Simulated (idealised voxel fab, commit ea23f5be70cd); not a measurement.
Title: Process Module voxel self aligned contacts
Displayed cross-section: cut, width of 230 nm, square cells sized 5 nm.
A cross-section is written here as square cells arranged in a grid, and it is given in bands from the top down, each band taking up one or more rows of cells.
The entry gives the band's vertical extent as a top height and a bottom height in nm, then its horizontal make-up as materials from left to right, each with a width in nm. "air" stands for empty space; a single material marked "full width" fills the band edge to edge.
All heights in this document are referenced to 0, defined as the level beneath which the wafer, as received, consists entirely of one material. The lowest band is not bounded below; it extends indefinitely downward and is written in the form "z 0 and below".
Top row gets the first number, bottom row gets the second, and each row in between changes by the same step: that is how a band width like "30..40" works.
"remains unaltered" for a step: no cell of the cross-section changed in that step.
"Closed voids list": empty spaces of 8 cells or more with no open way to the top, each given as width x height at distance, distance from the left edge, all in nm.
The remark found on a step's line after its settings is issued by the simulator itself and pertains to that step.
When a step includes a mask, the "overlay nm" setting on its line states how far to the right of its planned place that mask lay, and negative values state how far to the left.

Process steps (planned)
1) RECEIVE (material Si)
2) CONFORMAL_DEP (material SiO2; thk nm 5)
3) DIRECTIONAL_DEP (material polySi; thk nm 20)
4) DIRECTIONAL_DEP (material SiN; thk nm 15)
5) DIRECTIONAL_DEP (material aC; thk nm 15)
6) PATTERN (tone cover; mask id GATE; material resist; width nm 30; pitch nm 55; thk nm 30; overlay nm 0)
7) DIRECTIONAL_ETCH (etch materials aC; depth nm 15)
8) STRIP (etch materials resist)
9) DIRECTIONAL_ETCH (etch materials SiN; depth nm 15)
10) DIRECTIONAL_ETCH (etch materials polySi; depth nm 20)
11) STRIP (etch materials aC)
12) CONFORMAL_DEP (material SiN; thk nm 5)
13) DIRECTIONAL_ETCH (etch materials SiN; depth nm 5)
14) FILL_DEP (material SiO2; thk nm 15)
15) CMP (height nm 50)
16) DIRECTIONAL_DEP (material aC; thk nm 15)
17) PATTERN (tone open; mask id CONTACT; material resist; width nm 35; pitch nm 55; thk nm 35; overlay nm 0)
18) DIRECTIONAL_ETCH (etch materials aC; depth nm 15)
19) STRIP (etch materials resist)
20) DIRECTIONAL_ETCH (etch materials SiO2; depth nm 50)
21) STRIP (etch materials aC)
22) CONFORMAL_DEP (material TiN; thk nm 5)
23) FILL_DEP (material Ru; thk nm 5)
24) CMP (height nm 50)
25) CONFORMAL_DEP (material SiCN; thk nm 5)

Received-state cross-section, reflecting completion of step 1
- z 0 and below  Si full width
- Closed voids list: none

Final wafer profile in cross-section after the module, from the same start and plan as above, with one mistake made during processing
- z 55 to 50  SiCN full width
- z 50 to 45  65 Ru / 5 TiN / 35 SiO2 / 5 TiN / 10 Ru / 5 TiN / 35 SiO2 / 5 TiN / 65 Ru
- z 45 to 40  35 Ru / 35 TiN / 35 SiO2 / 20 TiN / 35 SiO2 / 35 TiN / 35 Ru
- z 40 to 25  35 Ru / 5 TiN / 40 SiN / 15 SiO2 / 40 SiN / 15 SiO2 / 40 SiN / 5 TiN / 35 Ru
- z 25 to 5  35 Ru / 5 TiN / 5 SiN / 30 polySi / 5 SiN / 15 SiO2 / 5 SiN / 30 polySi / 5 SiN / 15 SiO2 / 5 SiN / 30 polySi / 5 SiN / 5 TiN / 35 Ru
- z 5 to 0  40 TiN / 150 SiO2 / 40 TiN
- z 0 and below  Si full width
- Closed voids list: none
In executing the process, a mistake was made relative to the plan: off-plan run, step 17, actual operation and settings PATTERN (tone cover; mask id CONTACT; material resist; width nm 35; pitch nm 55; thk nm 35; overlay nm 0)
